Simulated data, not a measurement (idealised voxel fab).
voxel transistor to metal: a process module
This is section cut - it's 285 nm across, gridded in 5 nm square cells.
Bands, listed from the top down, are how a cross-section gets written in this document; the cross-section itself is a grid of square cells, and a band is one or more rows of them.
It is stipulated that each band's entry specify, in nanometres, the height of the top of the band and then that of its bottom, followed by the materials of the band in left-to-right sequence, each together with its width in nanometres. A single material marked by the word "throughout" is understood to fill the band from edge to edge; the word "air" is understood to denote empty space.
Heights are expressed relative to 0, this being the level below which the as-received wafer comprises one material exclusively. The lowest band is unbounded in the downward direction and is denoted as in "0..down".
Quick explanation for "30->40": the width changes in equal steps down the rows of cells, from the first number in the band's top row to the second number in its bottom row.
Step marked "no change occurred"? Then no cell in the cross-section changed in it.
"Sealed internal voids" lists enclosed empty spaces (at least 8 cells, no open path upward to the top), each as width x height at distance from the left edge, in nm.
If you see something after the settings on a step's line, that's the simulator's own remark about that step.
overlay nm: on a step with a mask, how far right of its planned place the mask lay; negative means left.
Process steps - plan
| 1 | RECEIVE: material Si |
| 2 | OXIDIZE: depth nm 5 |
| 3 | CONFORMAL_DEP: material SiN, thk nm 10 |
| 4 | PATTERN: tone cover, mask id ACTIVE, material resist, width nm 100, pitch nm 125, thk nm 20, overlay nm 0 |
| 5 | DIRECTIONAL_ETCH: etch materials SiN, depth nm 10 |
| 6 | DIRECTIONAL_ETCH: etch materials SiO2, depth nm 5 |
| 7 | DIRECTIONAL_ETCH: etch materials Si, depth nm 25 |
| 8 | STRIP: etch materials resist |
| 9 | FILL_DEP: material SiO2, thk nm 10 |
| 10 | CMP: height nm 10 |
| 11 | SELECTIVE_ETCH: etch materials SiO2, depth nm 5 |
| 12 | STRIP: etch materials SiN |
| 13 | SELECTIVE_ETCH: etch materials SiO2, depth nm 5 |
| 14 | OXIDIZE: depth nm 5 |
| 15 | DIRECTIONAL_DEP: material polySi, thk nm 25 |
| 16 | DIRECTIONAL_DEP: material SiCN, thk nm 10 |
| 17 | DIRECTIONAL_DEP: material aC, thk nm 10 |
| 18 | PATTERN: tone cover, mask id GATE, material resist, width nm 20, pitch nm 125, thk nm 30, overlay nm 0 |
| 19 | DIRECTIONAL_ETCH: etch materials aC, depth nm 10 |
| 20 | STRIP: etch materials resist |
| 21 | DIRECTIONAL_ETCH: etch materials SiCN, depth nm 20 |
| 22 | DIRECTIONAL_ETCH: etch materials polySi, depth nm 35 |
| 23 | STRIP: etch materials aC |
| 24 | CONFORMAL_DEP: material SiN, thk nm 10 |
| 25 | DIRECTIONAL_ETCH: etch materials SiN, depth nm 10 |
| 26 | DIRECTIONAL_ETCH: etch materials SiO2, depth nm 5 |
| 27 | EPI: material SiGe, thk nm 5 |
| 28 | FILL_DEP: material SiO2, thk nm 10 |
| 29 | CMP: height nm 30 |
| 30 | DIRECTIONAL_DEP: material SiO2, thk nm 15 |
| 31 | MASKED_ETCH: tone open, mask id CONTACT, width nm 30, etch materials SiO2, depth nm 50, overlay nm 0 |
| 32 | CONFORMAL_DEP: material TiN, thk nm 5 |
| 33 | FILL_DEP: material W, thk nm 10 |
| 34 | CMP: height nm 45 |
| 35 | CONFORMAL_DEP: material SiCN, thk nm 5 |
| 36 | DIRECTIONAL_DEP: material lowk, thk nm 25 |
| 37 | MASKED_ETCH: tone open, mask id METAL_1, width nm 15, etch materials lowk, depth nm 25, overlay nm 0 |
| 38 | MASKED_ETCH: tone open, mask id METAL_1, width nm 15, etch materials SiCN, depth nm 5, overlay nm 0 |
| 39 | CONFORMAL_DEP: material TiN, thk nm 5 |
| 40 | FILL_DEP: material Ru, thk nm 10 |
| 41 | CMP: height nm 75 |
| 42 | EPI: material Ru, thk nm 5 |
| 43 | FILL_DEP: material SiCN, thk nm 5 |
Of two wafers, the first: run according to plan
As-received state of the wafer in cross-section, equivalent to post-step 1
    0..down = Si throughout
    Sealed internal voids: none
Wafer after step 2 (cross-section)
    0..-5 = SiO2 throughout
    Whatever lies below -5 is exactly as it was before.
Wafer after step 3 (cross-section)
    10..0 = SiN throughout
    Whatever lies below 0 is exactly as it was before.
Wafer after step 4 (cross-section)
    30..10 = air 30 nm | resist 100 nm | air 25 nm | resist 100 nm | air 30 nm
    Whatever lies below 10 is exactly as it was before.
Wafer after step 5 (cross-section)
    30..10 = air 30 nm | resist 100 nm | air 25 nm | resist 100 nm | air 30 nm
    10..0 = air 30 nm | SiN 100 nm | air 25 nm | SiN 100 nm | air 30 nm
    Whatever lies below 0 is exactly as it was before.
Wafer after step 6 (cross-section)
    30..10 = air 30 nm | resist 100 nm | air 25 nm | resist 100 nm | air 30 nm
    10..0 = air 30 nm | SiN 100 nm | air 25 nm | SiN 100 nm | air 30 nm
    0..-5 = air 30 nm | SiO2 100 nm | air 25 nm | SiO2 100 nm | air 30 nm
    Whatever lies below -5 is exactly as it was before.
Wafer after step 7 (cross-section)
    30..10 = air 30 nm | resist 100 nm | air 25 nm | resist 100 nm | air 30 nm
    10..0 = air 30 nm | SiN 100 nm | air 25 nm | SiN 100 nm | air 30 nm
    0..-5 = air 30 nm | SiO2 100 nm | air 25 nm | SiO2 100 nm | air 30 nm
    -5..-30 = air 30 nm | Si 100 nm | air 25 nm | Si 100 nm | air 30 nm
    Whatever lies below -30 is exactly as it was before.
Wafer after step 8 (cross-section)
    10..0 = air 30 nm | SiN 100 nm | air 25 nm | SiN 100 nm | air 30 nm
    Whatever lies below 0 is exactly as it was before.
Wafer after step 9 (cross-section)
    20..10 = SiO2 throughout
    10..0 = SiO2 30 nm | SiN 100 nm | SiO2 25 nm | SiN 100 nm | SiO2 30 nm
    0..-5 = SiO2 throughout
    -5..-30 = SiO2 30 nm | Si 100 nm | SiO2 25 nm | Si 100 nm | SiO2 30 nm
    Whatever lies below -30 is exactly as it was before.
Wafer after step 10 (cross-section)
    10..0 = SiO2 30 nm | SiN 100 nm | SiO2 25 nm | SiN 100 nm | SiO2 30 nm
    Whatever lies below 0 is exactly as it was before.
Wafer after step 11 (cross-section)
    10..5 = air 30 nm | SiN 100 nm | air 25 nm | SiN 100 nm | air 30 nm
    Whatever lies below 5 is exactly as it was before.
Wafer after step 12 (cross-section)
    5..0 = SiO2 30 nm | air 100 nm | SiO2 25 nm | air 100 nm | SiO2 30 nm
    Whatever lies below 0 is exactly as it was before.
Wafer after step 13 (cross-section)
    0..-5 = SiO2 25 nm | air 110 nm | SiO2 15 nm | air 110 nm | SiO2 25 nm
    Whatever lies below -5 is exactly as it was before.
Wafer after step 14 (cross-section)
    0..-5 = SiO2 25 nm | air 110 nm | SiO2 15 nm | air 110 nm | SiO2 25 nm
    -5..-10 = SiO2 throughout
    Whatever lies below -10 is exactly as it was before.
Wafer after step 15 (cross-section)
    25..20 = polySi 25 nm | air 110 nm | polySi 15 nm | air 110 nm | polySi 25 nm
    20..0 = polySi throughout
    0..-5 = SiO2 25 nm | polySi 110 nm | SiO2 15 nm | polySi 110 nm | SiO2 25 nm
    Whatever lies below -5 is exactly as it was before.
Wafer after step 16 (cross-section)
    35..30 = SiCN 25 nm | air 110 nm | SiCN 15 nm | air 110 nm | SiCN 25 nm
    30..25 = SiCN throughout
    25..20 = polySi 25 nm | SiCN 110 nm | polySi 15 nm | SiCN 110 nm | polySi 25 nm
    Whatever lies below 20 is exactly as it was before.
Wafer after step 17 (cross-section)
    45..40 = aC 25 nm | air 110 nm | aC 15 nm | air 110 nm | aC 25 nm
    40..35 = aC throughout
    35..30 = SiCN 25 nm | aC 110 nm | SiCN 15 nm | aC 110 nm | SiCN 25 nm
    Whatever lies below 30 is exactly as it was before.
Wafer after step 18 (cross-section)
    75..45 = air 70 nm | resist 20 nm | air 105 nm | resist 20 nm | air 70 nm
    45..40 = aC 25 nm | air 45 nm | resist 20 nm | air 45 nm | aC 15 nm | air 45 nm | resist 20 nm | air 45 nm | aC 25 nm
    Whatever lies below 40 is exactly as it was before.
Wafer after step 19 (cross-section)
    65..40 = air 70 nm | resist 20 nm | air 105 nm | resist 20 nm | air 70 nm
    40..35 = air 70 nm | aC 20 nm | air 105 nm | aC 20 nm | air 70 nm
    35..30 = SiCN 25 nm | air 45 nm | aC 20 nm | air 45 nm | SiCN 15 nm | air 45 nm | aC 20 nm | air 45 nm | SiCN 25 nm
    Whatever lies below 30 is exactly as it was before.
Wafer after step 20 (cross-section)
    40..35 = air 70 nm | aC 20 nm | air 105 nm | aC 20 nm | air 70 nm
    Whatever lies below 35 is exactly as it was before.
Wafer after step 21 (cross-section)
    40..30 = air 70 nm | aC 20 nm | air 105 nm | aC 20 nm | air 70 nm
    30..25 = air 70 nm | SiCN 20 nm | air 105 nm | SiCN 20 nm | air 70 nm
    25..20 = polySi 25 nm | air 45 nm | SiCN 20 nm | air 45 nm | polySi 15 nm | air 45 nm | SiCN 20 nm | air 45 nm | polySi 25 nm
    Whatever lies below 20 is exactly as it was before.
Wafer after step 22 (cross-section)
    40..30 = air 70 nm | aC 20 nm | air 105 nm | aC 20 nm | air 70 nm
    30..20 = air 70 nm | SiCN 20 nm | air 105 nm | SiCN 20 nm | air 70 nm
    20..0 = air 70 nm | polySi 20 nm | air 105 nm | polySi 20 nm | air 70 nm
    0..-5 = SiO2 25 nm | air 45 nm | polySi 20 nm | air 45 nm | SiO2 15 nm | air 45 nm | polySi 20 nm | air 45 nm | SiO2 25 nm
    Whatever lies below -5 is exactly as it was before.
Wafer after step 23 (cross-section)
    30..20 = air 70 nm | SiCN 20 nm | air 105 nm | SiCN 20 nm | air 70 nm
    Whatever lies below 20 is exactly as it was before.
Wafer after step 24 (cross-section)
    40..30 = air 60 nm | SiN 40 nm | air 85 nm | SiN 40 nm | air 60 nm
    30..20 = air 60 nm | SiN 10 nm | SiCN 20 nm | SiN 10 nm | air 85 nm | SiN 10 nm | SiCN 20 nm | SiN 10 nm | air 60 nm
    20..10 = air 60 nm | SiN 10 nm | polySi 20 nm | SiN 10 nm | air 85 nm | SiN 10 nm | polySi 20 nm | SiN 10 nm | air 60 nm
    10..5 = SiN 35 nm | air 25 nm | SiN 10 nm | polySi 20 nm | SiN 10 nm | air 25 nm | SiN 35 nm | air 25 nm | SiN 10 nm | polySi 20 nm | SiN 10 nm | air 25 nm | SiN 35 nm
    5..0 = SiN 70 nm | polySi 20 nm | SiN 105 nm | polySi 20 nm | SiN 70 nm
    0..-5 = SiO2 25 nm | SiN 45 nm | polySi 20 nm | SiN 45 nm | SiO2 15 nm | SiN 45 nm | polySi 20 nm | SiN 45 nm | SiO2 25 nm
    Whatever lies below -5 is exactly as it was before.
Wafer after step 25 (cross-section)
    30..20 = air 60 nm | SiN 10 nm | SiCN 20 nm | SiN 10 nm | air 85 nm | SiN 10 nm | SiCN 20 nm | SiN 10 nm | air 60 nm
    20..0 = air 60 nm | SiN 10 nm | polySi 20 nm | SiN 10 nm | air 85 nm | SiN 10 nm | polySi 20 nm | SiN 10 nm | air 60 nm
    0..-5 = SiO2 25 nm | SiN 10 nm | air 25 nm | SiN 10 nm | polySi 20 nm | SiN 10 nm | air 25 nm | SiN 10 nm | SiO2 15 nm | SiN 10 nm | air 25 nm | SiN 10 nm | polySi 20 nm | SiN 10 nm | air 25 nm | SiN 10 nm | SiO2 25 nm
    Whatever lies below -5 is exactly as it was before.
Wafer after step 26 (cross-section)
    30..20 = air 60 nm | SiN 10 nm | SiCN 20 nm | SiN 10 nm | air 85 nm | SiN 10 nm | SiCN 20 nm | SiN 10 nm | air 60 nm
    20..0 = air 60 nm | SiN 10 nm | polySi 20 nm | SiN 10 nm | air 85 nm | SiN 10 nm | polySi 20 nm | SiN 10 nm | air 60 nm
    0..-5 = air 25 nm | SiN 10 nm | air 25 nm | SiN 10 nm | polySi 20 nm | SiN 10 nm | air 25 nm | SiN 10 nm | air 15 nm | SiN 10 nm | air 25 nm | SiN 10 nm | polySi 20 nm | SiN 10 nm | air 25 nm | SiN 10 nm | air 25 nm
    -5..-10 = SiO2 35 nm | air 25 nm | SiO2 40 nm | air 25 nm | SiO2 35 nm | air 25 nm | SiO2 40 nm | air 25 nm | SiO2 35 nm
    Whatever lies below -10 is exactly as it was before.
Wafer after step 27 (cross-section)
    30..20 = air 60 nm | SiN 10 nm | SiCN 20 nm | SiN 10 nm | air 85 nm | SiN 10 nm | SiCN 20 nm | SiN 10 nm | air 60 nm
    20..0 = air 60 nm | SiN 10 nm | polySi 20 nm | SiN 10 nm | air 85 nm | SiN 10 nm | polySi 20 nm | SiN 10 nm | air 60 nm
    0..-5 = air 25 nm | SiN 10 nm | air 25 nm | SiN 10 nm | polySi 20 nm | SiN 10 nm | air 25 nm | SiN 10 nm | air 15 nm | SiN 10 nm | air 25 nm | SiN 10 nm | polySi 20 nm | SiN 10 nm | air 25 nm | SiN 10 nm | air 25 nm
    -5..-10 = SiO2 35 nm | SiGe 25 nm | SiO2 40 nm | SiGe 25 nm | SiO2 35 nm | SiGe 25 nm | SiO2 40 nm | SiGe 25 nm | SiO2 35 nm
    Whatever lies below -10 is exactly as it was before.
Wafer after step 28 (cross-section)
    40..30 = SiO2 throughout
    30..20 = SiO2 60 nm | SiN 10 nm | SiCN 20 nm | SiN 10 nm | SiO2 85 nm | SiN 10 nm | SiCN 20 nm | SiN 10 nm | SiO2 60 nm
    20..0 = SiO2 60 nm | SiN 10 nm | polySi 20 nm | SiN 10 nm | SiO2 85 nm | SiN 10 nm | polySi 20 nm | SiN 10 nm | SiO2 60 nm
    0..-5 = SiO2 25 nm | SiN 10 nm | SiO2 25 nm | SiN 10 nm | polySi 20 nm | SiN 10 nm | SiO2 25 nm | SiN 10 nm | SiO2 15 nm | SiN 10 nm | SiO2 25 nm | SiN 10 nm | polySi 20 nm | SiN 10 nm | SiO2 25 nm | SiN 10 nm | SiO2 25 nm
    Whatever lies below -5 is exactly as it was before.
Wafer after step 29 (cross-section)
    30..20 = SiO2 60 nm | SiN 10 nm | SiCN 20 nm | SiN 10 nm | SiO2 85 nm | SiN 10 nm | SiCN 20 nm | SiN 10 nm | SiO2 60 nm
    Whatever lies below 20 is exactly as it was before.
Wafer after step 30 (cross-section)
    45..30 = SiO2 throughout
    Whatever lies below 30 is exactly as it was before.
Wafer after step 31 (cross-section)
    45..30 = SiO2 35 nm | air 30 nm | SiO2 30 nm | air 30 nm | SiO2 35 nm | air 30 nm | SiO2 30 nm | air 30 nm | SiO2 35 nm
    30..20 = SiO2 35 nm | air 25 nm | SiN 10 nm | SiCN 20 nm | SiN 10 nm | air 25 nm | SiO2 35 nm | air 25 nm | SiN 10 nm | SiCN 20 nm | SiN 10 nm | air 25 nm | SiO2 35 nm
    20..0 = SiO2 35 nm | air 25 nm | SiN 10 nm | polySi 20 nm | SiN 10 nm | air 25 nm | SiO2 35 nm | air 25 nm | SiN 10 nm | polySi 20 nm | SiN 10 nm | air 25 nm | SiO2 35 nm
    0..-5 = SiO2 25 nm | SiN 10 nm | air 25 nm | SiN 10 nm | polySi 20 nm | SiN 10 nm | air 25 nm | SiN 10 nm | SiO2 15 nm | SiN 10 nm | air 25 nm | SiN 10 nm | polySi 20 nm | SiN 10 nm | air 25 nm | SiN 10 nm | SiO2 25 nm
    Whatever lies below -5 is exactly as it was before.
Wafer after step 32 (cross-section)
    50..45 = TiN 40 nm | air 20 nm | TiN 40 nm | air 20 nm | TiN 45 nm | air 20 nm | TiN 40 nm | air 20 nm | TiN 40 nm
    45..35 = SiO2 35 nm | TiN 5 nm | air 20 nm | TiN 5 nm | SiO2 30 nm | TiN 5 nm | air 20 nm | TiN 5 nm | SiO2 35 nm | TiN 5 nm | air 20 nm | TiN 5 nm | SiO2 30 nm | TiN 5 nm | air 20 nm | TiN 5 nm | SiO2 35 nm
    35..30 = SiO2 35 nm | TiN 5 nm | air 15 nm | TiN 10 nm | SiO2 30 nm | TiN 10 nm | air 15 nm | TiN 5 nm | SiO2 35 nm | TiN 5 nm | air 15 nm | TiN 10 nm | SiO2 30 nm | TiN 10 nm | air 15 nm | TiN 5 nm | SiO2 35 nm
    30..20 = SiO2 35 nm | TiN 5 nm | air 15 nm | TiN 5 nm | SiN 10 nm | SiCN 20 nm | SiN 10 nm | TiN 5 nm | air 15 nm | TiN 5 nm | SiO2 35 nm | TiN 5 nm | air 15 nm | TiN 5 nm | SiN 10 nm | SiCN 20 nm | SiN 10 nm | TiN 5 nm | air 15 nm | TiN 5 nm | SiO2 35 nm
    20..0 = SiO2 35 nm | TiN 5 nm | air 15 nm | TiN 5 nm | SiN 10 nm | polySi 20 nm | SiN 10 nm | TiN 5 nm | air 15 nm | TiN 5 nm | SiO2 35 nm | TiN 5 nm | air 15 nm | TiN 5 nm | SiN 10 nm | polySi 20 nm | SiN 10 nm | TiN 5 nm | air 15 nm | TiN 5 nm | SiO2 35 nm
    0..-5 = SiO2 25 nm | SiN 10 nm | TiN 25 nm | SiN 10 nm | polySi 20 nm | SiN 10 nm | TiN 25 nm | SiN 10 nm | SiO2 15 nm | SiN 10 nm | TiN 25 nm | SiN 10 nm | polySi 20 nm | SiN 10 nm | TiN 25 nm | SiN 10 nm | SiO2 25 nm
    Whatever lies below -5 is exactly as it was before.
Wafer after step 33 (cross-section)
    60..50 = W throughout
    50..45 = TiN 40 nm | W 20 nm | TiN 40 nm | W 20 nm | TiN 45 nm | W 20 nm | TiN 40 nm | W 20 nm | TiN 40 nm
    45..35 = SiO2 35 nm | TiN 5 nm | W 20 nm | TiN 5 nm | SiO2 30 nm | TiN 5 nm | W 20 nm | TiN 5 nm | SiO2 35 nm | TiN 5 nm | W 20 nm | TiN 5 nm | SiO2 30 nm | TiN 5 nm | W 20 nm | TiN 5 nm | SiO2 35 nm
    35..30 = SiO2 35 nm | TiN 5 nm | W 15 nm | TiN 10 nm | SiO2 30 nm | TiN 10 nm | W 15 nm | TiN 5 nm | SiO2 35 nm | TiN 5 nm | W 15 nm | TiN 10 nm | SiO2 30 nm | TiN 10 nm | W 15 nm | TiN 5 nm | SiO2 35 nm
    30..20 = SiO2 35 nm | TiN 5 nm | W 15 nm | TiN 5 nm | SiN 10 nm | SiCN 20 nm | SiN 10 nm | TiN 5 nm | W 15 nm | TiN 5 nm | SiO2 35 nm | TiN 5 nm | W 15 nm | TiN 5 nm | SiN 10 nm | SiCN 20 nm | SiN 10 nm | TiN 5 nm | W 15 nm | TiN 5 nm | SiO2 35 nm
    20..0 = SiO2 35 nm | TiN 5 nm | W 15 nm | TiN 5 nm | SiN 10 nm | polySi 20 nm | SiN 10 nm | TiN 5 nm | W 15 nm | TiN 5 nm | SiO2 35 nm | TiN 5 nm | W 15 nm | TiN 5 nm | SiN 10 nm | polySi 20 nm | SiN 10 nm | TiN 5 nm | W 15 nm | TiN 5 nm | SiO2 35 nm
    Whatever lies below 0 is exactly as it was before.
Wafer after step 34 (cross-section)
    45..35 = SiO2 35 nm | TiN 5 nm | W 20 nm | TiN 5 nm | SiO2 30 nm | TiN 5 nm | W 20 nm | TiN 5 nm | SiO2 35 nm | TiN 5 nm | W 20 nm | TiN 5 nm | SiO2 30 nm | TiN 5 nm | W 20 nm | TiN 5 nm | SiO2 35 nm
    Whatever lies below 35 is exactly as it was before.
Wafer after step 35 (cross-section)
    50..45 = SiCN throughout
    Whatever lies below 45 is exactly as it was before.
Wafer after step 36 (cross-section)
    75..50 = lowk throughout
    Whatever lies below 50 is exactly as it was before.
Wafer after step 37 (cross-section)
    75..50 = lowk 35 nm | air 15 nm | lowk 60 nm | air 15 nm | lowk 35 nm | air 15 nm | lowk 60 nm | air 15 nm | lowk 35 nm
    Whatever lies below 50 is exactly as it was before.
Wafer after step 38 (cross-section)
    75..50 = lowk 35 nm | air 15 nm | lowk 60 nm | air 15 nm | lowk 35 nm | air 15 nm | lowk 60 nm | air 15 nm | lowk 35 nm
    50..45 = SiCN 35 nm | air 15 nm | SiCN 60 nm | air 15 nm | SiCN 35 nm | air 15 nm | SiCN 60 nm | air 15 nm | SiCN 35 nm
    Whatever lies below 45 is exactly as it was before.
Wafer after step 39 (cross-section)
    80..75 = TiN 40 nm | air 5 nm | TiN 70 nm | air 5 nm | TiN 45 nm | air 5 nm | TiN 70 nm | air 5 nm | TiN 40 nm
    75..50 = lowk 35 nm | TiN 5 nm | air 5 nm | TiN 5 nm | lowk 60 nm | TiN 5 nm | air 5 nm | TiN 5 nm | lowk 35 nm | TiN 5 nm | air 5 nm | TiN 5 nm | lowk 60 nm | TiN 5 nm | air 5 nm | TiN 5 nm | lowk 35 nm
    50..45 = SiCN 35 nm | TiN 15 nm | SiCN 60 nm | TiN 15 nm | SiCN 35 nm | TiN 15 nm | SiCN 60 nm | TiN 15 nm | SiCN 35 nm
    Whatever lies below 45 is exactly as it was before.
Wafer after step 40 (cross-section)
    90..80 = Ru throughout
    80..75 = TiN 40 nm | Ru 5 nm | TiN 70 nm | Ru 5 nm | TiN 45 nm | Ru 5 nm | TiN 70 nm | Ru 5 nm | TiN 40 nm
    75..50 = lowk 35 nm | TiN 5 nm | Ru 5 nm | TiN 5 nm | lowk 60 nm | TiN 5 nm | Ru 5 nm | TiN 5 nm | lowk 35 nm | TiN 5 nm | Ru 5 nm | TiN 5 nm | lowk 60 nm | TiN 5 nm | Ru 5 nm | TiN 5 nm | lowk 35 nm
    Whatever lies below 50 is exactly as it was before.
Wafer after step 41 (cross-section)
    75..50 = lowk 35 nm | TiN 5 nm | Ru 5 nm | TiN 5 nm | lowk 60 nm | TiN 5 nm | Ru 5 nm | TiN 5 nm | lowk 35 nm | TiN 5 nm | Ru 5 nm | TiN 5 nm | lowk 60 nm | TiN 5 nm | Ru 5 nm | TiN 5 nm | lowk 35 nm
    Whatever lies below 50 is exactly as it was before.
Wafer after step 42 (cross-section)
    80..75 = air 30 nm | Ru 25 nm | air 50 nm | Ru 25 nm | air 25 nm | Ru 25 nm | air 50 nm | Ru 25 nm | air 30 nm
    Whatever lies below 75 is exactly as it was before.
Wafer after step 43 (cross-section)
    85..80 = SiCN throughout
    80..75 = SiCN 30 nm | Ru 25 nm | SiCN 50 nm | Ru 25 nm | SiCN 25 nm | Ru 25 nm | SiCN 50 nm | Ru 25 nm | SiCN 30 nm
    Whatever lies below 75 is exactly as it was before.
Second wafer, same starting conditions and recipe as the first, one mistake in executing it, nothing differs from the first up to and including step 36
X-section, second wafer, when step 37 was due to finish
    75..50 = air 35 nm | lowk 15 nm | air 60 nm | lowk 15 nm | air 35 nm | lowk 15 nm | air 60 nm | lowk 15 nm | air 35 nm
    Whatever lies below 50 is exactly as it was before.
X-section, second wafer, when step 38 was due to finish: no change occurred
X-section, second wafer, when step 39 was due to finish
    80..75 = air 30 nm | TiN 25 nm | air 50 nm | TiN 25 nm | air 25 nm | TiN 25 nm | air 50 nm | TiN 25 nm | air 30 nm
    75..55 = air 30 nm | TiN 5 nm | lowk 15 nm | TiN 5 nm | air 50 nm | TiN 5 nm | lowk 15 nm | TiN 5 nm | air 25 nm | TiN 5 nm | lowk 15 nm | TiN 5 nm | air 50 nm | TiN 5 nm | lowk 15 nm | TiN 5 nm | air 30 nm
    55..50 = TiN 35 nm | lowk 15 nm | TiN 60 nm | lowk 15 nm | TiN 35 nm | lowk 15 nm | TiN 60 nm | lowk 15 nm | TiN 35 nm
    Whatever lies below 50 is exactly as it was before.
X-section, second wafer, when step 40 was due to finish
    90..80 = Ru throughout
    80..75 = Ru 30 nm | TiN 25 nm | Ru 50 nm | TiN 25 nm | Ru 25 nm | TiN 25 nm | Ru 50 nm | TiN 25 nm | Ru 30 nm
    75..55 = Ru 30 nm | TiN 5 nm | lowk 15 nm | TiN 5 nm | Ru 50 nm | TiN 5 nm | lowk 15 nm | TiN 5 nm | Ru 25 nm | TiN 5 nm | lowk 15 nm | TiN 5 nm | Ru 50 nm | TiN 5 nm | lowk 15 nm | TiN 5 nm | Ru 30 nm
    Whatever lies below 55 is exactly as it was before.
X-section, second wafer, when step 41 was due to finish
    75..55 = Ru 30 nm | TiN 5 nm | lowk 15 nm | TiN 5 nm | Ru 50 nm | TiN 5 nm | lowk 15 nm | TiN 5 nm | Ru 25 nm | TiN 5 nm | lowk 15 nm | TiN 5 nm | Ru 50 nm | TiN 5 nm | lowk 15 nm | TiN 5 nm | Ru 30 nm
    Whatever lies below 55 is exactly as it was before.
X-section, second wafer, when step 42 was due to finish
    80..75 = Ru 40 nm | air 5 nm | Ru 70 nm | air 5 nm | Ru 45 nm | air 5 nm | Ru 70 nm | air 5 nm | Ru 40 nm
    Whatever lies below 75 is exactly as it was before.
X-section, second wafer, when step 43 was due to finish
    85..80 = SiCN throughout
    80..75 = Ru 40 nm | SiCN 5 nm | Ru 70 nm | SiCN 5 nm | Ru 45 nm | SiCN 5 nm | Ru 70 nm | SiCN 5 nm | Ru 40 nm
    Whatever lies below 75 is exactly as it was before.
Which mistake was made when the wafer was run? so step 37 ended up running with a different setting than we planned, it ran as MASKED_ETCH: tone cover, mask id METAL_1, width nm 15, etch materials lowk, depth nm 25, overlay nm 0
Final comparison by cell count, materials where the second wafer has more or fewer than the first: Ru +161; SiCN -21; TiN +25; lowk -165
